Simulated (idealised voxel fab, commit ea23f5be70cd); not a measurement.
The process module that follows is named voxel spacer lines.
The figure presents cross-section cut, which has a width of 155 nm and is divided into square cells with an edge length of 5 nm.
For the purposes of this document, a cross-section shall be understood as a grid of square cells, specified as bands listed in top-to-bottom order, each band consisting of one or more rows of cells. Heights first: top, then bottom, in nm. Then materials, left to right, each with a width in nm. "throughout" on a single material: fills the band edge to edge. "empty": empty space. Heights are reckoned from 0. Under this level, the received wafer is all of one material. The bottommost band is open-ended downward, for example "0 -> down". The notation "30 to 40" denotes a width that varies across the rows of cells in the band, beginning at the first number in the top row, finishing at the second number in the bottom row, and changing by an identical amount from each row to the next. Step marked "all unchanged"? Then no cell in the cross-section changed in it. The label "Encapsulated voids" introduces a list of the empty spaces, 8 cells or larger, that have no open way up to the top; each entry in it reads width x height at distance, where the distance is taken from the left edge and all three are stated in nm. On a step's line, text after the settings is the simulator commenting on that step. On any step carrying a mask, the "overlay nm" setting, if present on the step's line, tells how far right of its planned place the mask lay; negative values point to the left.

PLANNED STEP LIST FOR THE PROCESS
1. RECEIVE, material Si
2. CONFORMAL_DEP, material Al2O3, thk nm 10
3. DIRECTIONAL_DEP, material SiN, thk nm 20
4. DIRECTIONAL_DEP, material aC, thk nm 25
5. PATTERN, tone cover, mask id MANDREL, material resist, width nm 20, pitch nm 60, thk nm 30, overlay nm 0
6. DIRECTIONAL_ETCH, etch materials aC, depth nm 25
7. STRIP, etch materials resist
8. CONFORMAL_DEP, material SiO2, thk nm 10
9. DIRECTIONAL_ETCH, etch materials SiO2, depth nm 10
10. STRIP, etch materials aC
11. DIRECTIONAL_ETCH, etch materials SiN, depth nm 20
12. STRIP, etch materials SiO2

CROSS-SECTION, INCOMING MATERIAL, AFTER STEP 1
    0 -> down: Si throughout
    Encapsulated voids: none

WAFER AT MODULE END, IN SECTION. BEGAN AS ABOVE, PLANNED AS ABOVE, RUN WITH ONE MISTAKE
    50 -> 30: empty: 25 | SiN: 10 | empty: 20 | SiN: 10 | empty: 20 | SiN: 10 | empty: 20 | SiN: 10 | empty: 30
    30 -> 10: SiN throughout
    10 -> 0: Al2O3 throughout
    0 -> down: Si throughout
    Encapsulated voids: none
The plan and the run diverged here: twice, step 3 of the plan was run
